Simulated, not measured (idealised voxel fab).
Process module, titled voxel self aligned contacts
Xsec cut, 155 nm wide, square cell size 5 nm.
In this document a cross-section is written as a grid of square cells. It is given as a series of bands, listed from the top down, and a band is one or more rows of cells. Basically the band line says how high the top is and how high the bottom is, in nm, and then what's in it from left to right, every material with its width in nm. Empty space shows up as "air", and if a single material carries "full width" it runs the full band edge to edge. Heights are expressed relative to 0, this being the level below which the as-received wafer comprises one material exclusively. The lowest band is unbounded in the downward direction and is denoted as in "top 0, no bottom". It should be noted that a width expressed as "30..40" varies in equal increments from row to row of cells within the band, taking the value of the first number at the top row and that of the second number at the bottom row. "no alteration", as given for a step, is the statement that not any cell of the cross-section underwent a change during that step. Basically, "Voids lacking openings" tells you about the enclosed voids: empty spaces with no open way to the top, 8 cells or bigger, each written width x height at distance, where distance is from the left edge, all in nm. That trailing text on a step's line, after the settings, is the simulator's own remark on the step. overlay nm: mask right of planned place by this much (step with mask). Neg. = left.
## Steps planned for the process
1 op RECEIVE | material Si
2 op OXIDIZE | depth nm 5
3 op DIRECTIONAL_DEP | material polySi | thk nm 30
4 op DIRECTIONAL_DEP | material SiN | thk nm 15
5 op PATTERN | tone cover | mask id GATE | material resist | width nm 25 | pitch nm 50 | thk nm 15 | overlay nm 0
6 op DIRECTIONAL_ETCH | etch materials SiN | depth nm 15
7 op DIRECTIONAL_ETCH | etch materials polySi | depth nm 30
8 op STRIP | etch materials resist
9 op CONFORMAL_DEP | material SiN | thk nm 5
10 op DIRECTIONAL_ETCH | etch materials SiN | depth nm 5
11 op FILL_DEP | material SiO2 | thk nm 15
12 op CMP | height nm 50
13 op PATTERN | tone open | mask id CONTACT | material resist | width nm 25 | thk nm 20 | overlay nm 0
14 op DIRECTIONAL_ETCH | etch materials SiO2 | depth nm 55
15 op STRIP | etch materials resist
16 op CONFORMAL_DEP | material TiN | thk nm 5
17 op FILL_DEP | material Ru | thk nm 10
18 op CMP | height nm 50
19 op CONFORMAL_DEP | material SiCN | thk nm 5
Wafers differ in width nm at step 13; plan lists the first wafer's value; identical starting state.
## As-received cross-section, first of several wafers, post step 1
  top 0, no bottom | Si full width
  Voids lacking openings: none
## Post step 19, the closing step of the module: first of several wafers, cross-sectioned
  top 55, bottom 50 | SiCN full width
  top 50, bottom 45 | SiO2 65 nm, then TiN 10 nm, then Ru 5 nm, then TiN 10 nm, then SiO2 65 nm
  top 45, bottom 30 | SiO2 35 nm, then SiN 35 nm, then TiN 5 nm, then Ru 5 nm, then TiN 5 nm, then SiN 35 nm, then SiO2 35 nm
  top 30, bottom 0 | SiO2 35 nm, then SiN 5 nm, then polySi 25 nm, then SiN 5 nm, then TiN 5 nm, then Ru 5 nm, then TiN 5 nm, then SiN 5 nm, then polySi 25 nm, then SiN 5 nm, then SiO2 35 nm
  top 0, bottom -5 | SiO2 70 nm, then TiN 15 nm, then SiO2 70 nm
  top -5, no bottom | Si full width
  Voids lacking openings: none
## Cross-sectional depiction of the last of several wafers upon completion of the module
  top 55, bottom 50 | SiCN full width
  top 50, bottom 45 | SiO2 55 nm, then TiN 20 nm, then Ru 5 nm, then TiN 25 nm, then SiO2 50 nm
  top 45, bottom 30 | SiO2 35 nm, then SiN 35 nm, then TiN 5 nm, then Ru 5 nm, then TiN 5 nm, then SiN 35 nm, then SiO2 35 nm
  top 30, bottom 0 | SiO2 35 nm, then SiN 5 nm, then polySi 25 nm, then SiN 5 nm, then TiN 5 nm, then Ru 5 nm, then TiN 5 nm, then SiN 5 nm, then polySi 25 nm, then SiN 5 nm, then SiO2 35 nm
  top 0, bottom -5 | SiO2 70 nm, then TiN 15 nm, then SiO2 70 nm
  top -5, no bottom | Si full width
  Voids lacking openings: none
## So in this table every wafer gets its own row, and what you see is where it stands at the end of the module: for each material, how many cells it picked up (+) or gave up (-) since we received it, and after that its closed voids
width nm 25, +10 Ru, -31 Si, +31 SiCN, +66 SiN, +180 SiO2, +25 TiN, +60 polySi, Voids lacking openings: none
width nm 30, +10 Ru, -31 Si, +31 SiCN, +66 SiN, +179 SiO2, +26 TiN, +60 polySi, Voids lacking openings: none
width nm 35, +10 Ru, -31 Si, +31 SiCN, +66 SiN, +178 SiO2, +27 TiN, +60 polySi, Voids lacking openings: none
width nm 40, +10 Ru, -31 Si, +31 SiCN, +66 SiN, +177 SiO2, +28 TiN, +60 polySi, Voids lacking openings: none
width nm 45, +10 Ru, -31 Si, +31 SiCN, +66 SiN, +176 SiO2, +29 TiN, +60 polySi, Voids lacking openings: none
width nm 50, +10 Ru, -31 Si, +31 SiCN, +66 SiN, +175 SiO2, +30 TiN, +60 polySi, Voids lacking openings: none
